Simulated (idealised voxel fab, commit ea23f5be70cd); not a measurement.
You're looking at the process module voxel gate over fins.
It is cross-section cut that appears here, measuring 235 nm in width, its square cells being 5 nm in size.
Throughout this document, each cross-section is represented as a grid of square cells and is presented as a sequence of bands enumerated from the top downward, where a band comprises one or more rows of cells. Band entry format. Leading values: height of top, height of bottom, nm. Remainder: materials in left-to-right order, each with its width in nm. Special words: "full width" on a single material, which then fills the band edge to edge; "blank", empty space. All heights in this document are referenced to 0, defined as the level beneath which the wafer, as received, consists entirely of one material. The lowest band is not bounded below; it extends indefinitely downward and is written in the form "top 0, no bottom". Width: "30->40" (first number = top row, second number = bottom row, same change from row to row of cells). "no modifications", as given for a step, is the statement that not any cell of the cross-section underwent a change during that step. Heads up: "Closed voids list" only lists the empty pockets with no open path to the top that are 8 cells or more, and it writes them as width x height at distance, distance from the left edge, in nm. Step line, after settings: the simulator's comment on this step. Each step line may optionally specify "overlay nm", which for a step with a mask gives the rightward distance between the mask's planned place and where it lay, a negative value indicating the leftward direction.
Planned process steps
| 1 | RECEIVE, material Si |
| 2 | CONFORMAL_DEP, material SiN, thk nm 10 |
| 3 | MASKED_ETCH, tone cover, mask id FINS, width nm 15, pitch nm 50, etch materials SiN, depth nm 10, overlay nm 0 |
| 4 | MASKED_ETCH, tone cover, mask id FINS, width nm 15, pitch nm 50, etch materials Si, depth nm 30, overlay nm 0 |
| 5 | OXIDIZE, depth nm 5 |
| 6 | FILL_DEP, material SiO2, thk nm 10 |
| 7 | CMP, height nm 10 |
| 8 | PATTERN, tone open, mask id RAIL, material resist, width nm 15, thk nm 15, overlay nm 0 |
| 9 | DIRECTIONAL_ETCH, etch materials SiO2, depth nm 35 |
| 10 | STRIP, etch materials resist |
| 11 | CONFORMAL_DEP, material TiN, thk nm 5 |
| 12 | FILL_DEP, material W, thk nm 5 |
| 13 | CMP, height nm 10 |
| 14 | SELECTIVE_ETCH, etch materials W Ru TiN, depth nm 30 |
| 15 | FILL_DEP, material SiO2, thk nm 5 |
| 16 | CMP, height nm 10 |
| 17 | SELECTIVE_ETCH, etch materials SiO2, depth nm 20 |
| 18 | STRIP, etch materials SiN |
| 19 | CONFORMAL_DEP, material HfO2, thk nm 5 |
| 20 | CONFORMAL_DEP, material TiN, thk nm 5 |
| 21 | CONFORMAL_DEP, material TiAl, thk nm 5 |
| 22 | CONFORMAL_DEP, material TiN, thk nm 5 |
| 23 | FILL_DEP, material W, thk nm 10 |
| 24 | CMP, height nm 25 |
| 25 | CONFORMAL_DEP, material SiN, thk nm 5 |
Wafer as received: cross-section following step 1
- top 0, no bottom: Si full width
- Closed voids list: none
End-of-module cross-section of the first of two wafers, processed as planned
- top 30, bottom 25: SiN full width
- top 25, bottom 20: W full width
- top 20, bottom 15: 20 nm W; 45 nm TiN; 5 nm W; 45 nm TiN; 5 nm W; 45 nm TiN; 5 nm W; 45 nm TiN; 20 nm W
- top 15, bottom 10: 20 nm W; 5 nm TiN; 35 nm TiAl; 5 nm TiN; 5 nm W; 5 nm TiN; 35 nm TiAl; 5 nm TiN; 5 nm W; 5 nm TiN; 35 nm TiAl; 5 nm TiN; 5 nm W; 5 nm TiN; 35 nm TiAl; 5 nm TiN; 20 nm W
- top 10, bottom 5: 25 nm TiN; 5 nm TiAl; 25 nm TiN; 5 nm TiAl; 15 nm TiN; 5 nm TiAl; 25 nm TiN; 5 nm TiAl; 15 nm TiN; 5 nm TiAl; 25 nm TiN; 5 nm TiAl; 15 nm TiN; 5 nm TiAl; 25 nm TiN; 5 nm TiAl; 25 nm TiN
- top 5, bottom 0: 30 nm TiAl; 5 nm TiN; 15 nm HfO2; 5 nm TiN; 25 nm TiAl; 5 nm TiN; 15 nm HfO2; 5 nm TiN; 25 nm TiAl; 5 nm TiN; 15 nm HfO2; 5 nm TiN; 25 nm TiAl; 5 nm TiN; 15 nm HfO2; 5 nm TiN; 30 nm TiAl
- top 0, bottom -5: 35 nm TiN; 5 nm HfO2; 5 nm Si; 5 nm HfO2; 35 nm TiN; 5 nm HfO2; 5 nm Si; 5 nm HfO2; 35 nm TiN; 5 nm HfO2; 5 nm Si; 5 nm HfO2; 35 nm TiN; 5 nm HfO2; 5 nm Si; 5 nm HfO2; 35 nm TiN
- top -5, bottom -10: 40 nm HfO2; 5 nm Si; 45 nm HfO2; 5 nm Si; 45 nm HfO2; 5 nm Si; 45 nm HfO2; 5 nm Si; 40 nm HfO2
- top -10, bottom -20: 40 nm SiO2; 5 nm Si; 45 nm SiO2; 5 nm Si; 45 nm SiO2; 5 nm Si; 45 nm SiO2; 5 nm Si; 40 nm SiO2
- top -20, bottom -25: 40 nm SiO2; 5 nm Si; 15 nm SiO2; 15 nm TiN; 15 nm SiO2; 5 nm Si; 45 nm SiO2; 5 nm Si; 45 nm SiO2; 5 nm Si; 40 nm SiO2
- top -25, bottom -35: 40 nm SiO2; 5 nm Si; 45 nm SiO2; 5 nm Si; 45 nm SiO2; 5 nm Si; 45 nm SiO2; 5 nm Si; 40 nm SiO2
- top -35, no bottom: Si full width
- Closed voids list: none
Second wafer cross-section at end of module - shared start and plan with the first, one mistake in the run
- top 30, bottom 25: SiN full width
- top 25, bottom 20: W full width
- top 20, bottom 15: 20 nm W; 45 nm TiN; 5 nm W; 45 nm TiN; 5 nm W; 45 nm TiN; 5 nm W; 45 nm TiN; 20 nm W
- top 15, bottom 10: 20 nm W; 5 nm TiN; 35 nm TiAl; 5 nm TiN; 5 nm W; 5 nm TiN; 35 nm TiAl; 5 nm TiN; 5 nm W; 5 nm TiN; 35 nm TiAl; 5 nm TiN; 5 nm W; 5 nm TiN; 35 nm TiAl; 5 nm TiN; 20 nm W
- top 10, bottom 5: 25 nm TiN; 5 nm TiAl; 25 nm TiN; 5 nm TiAl; 15 nm TiN; 5 nm TiAl; 25 nm TiN; 5 nm TiAl; 15 nm TiN; 5 nm TiAl; 25 nm TiN; 5 nm TiAl; 15 nm TiN; 5 nm TiAl; 25 nm TiN; 5 nm TiAl; 25 nm TiN
- top 5, bottom 0: 30 nm TiAl; 5 nm TiN; 15 nm HfO2; 5 nm TiN; 25 nm TiAl; 5 nm TiN; 15 nm HfO2; 5 nm TiN; 25 nm TiAl; 5 nm TiN; 15 nm HfO2; 5 nm TiN; 25 nm TiAl; 5 nm TiN; 15 nm HfO2; 5 nm TiN; 30 nm TiAl
- top 0, bottom -5: 35 nm TiN; 5 nm HfO2; 5 nm Si; 5 nm HfO2; 35 nm TiN; 5 nm HfO2; 5 nm Si; 5 nm HfO2; 35 nm TiN; 5 nm HfO2; 5 nm Si; 5 nm HfO2; 35 nm TiN; 5 nm HfO2; 5 nm Si; 5 nm HfO2; 35 nm TiN
- top -5, bottom -10: 40 nm HfO2; 5 nm Si; 45 nm HfO2; 5 nm Si; 45 nm HfO2; 5 nm Si; 45 nm HfO2; 5 nm Si; 40 nm HfO2
- top -10, bottom -20: 40 nm SiO2; 5 nm Si; 45 nm SiO2; 5 nm Si; 45 nm SiO2; 5 nm Si; 45 nm SiO2; 5 nm Si; 40 nm SiO2
- top -20, bottom -25: 40 nm SiO2; 5 nm Si; 10 nm SiO2; 25 nm TiN; 10 nm SiO2; 5 nm Si; 45 nm SiO2; 5 nm Si; 45 nm SiO2; 5 nm Si; 40 nm SiO2
- top -25, bottom -35: 40 nm SiO2; 5 nm Si; 45 nm SiO2; 5 nm Si; 45 nm SiO2; 5 nm Si; 45 nm SiO2; 5 nm Si; 40 nm SiO2
- top -35, no bottom: Si full width
- Closed voids list: none
What broke from the plan during processing? for step 8, the planned setting was not used; the step was instead run as PATTERN, tone open, mask id RAIL, material resist, width nm 25, thk nm 15, overlay nm 0
Count the cells at the end and the second wafer has more or fewer of some materials than the first: SiO2 -2; TiN +2
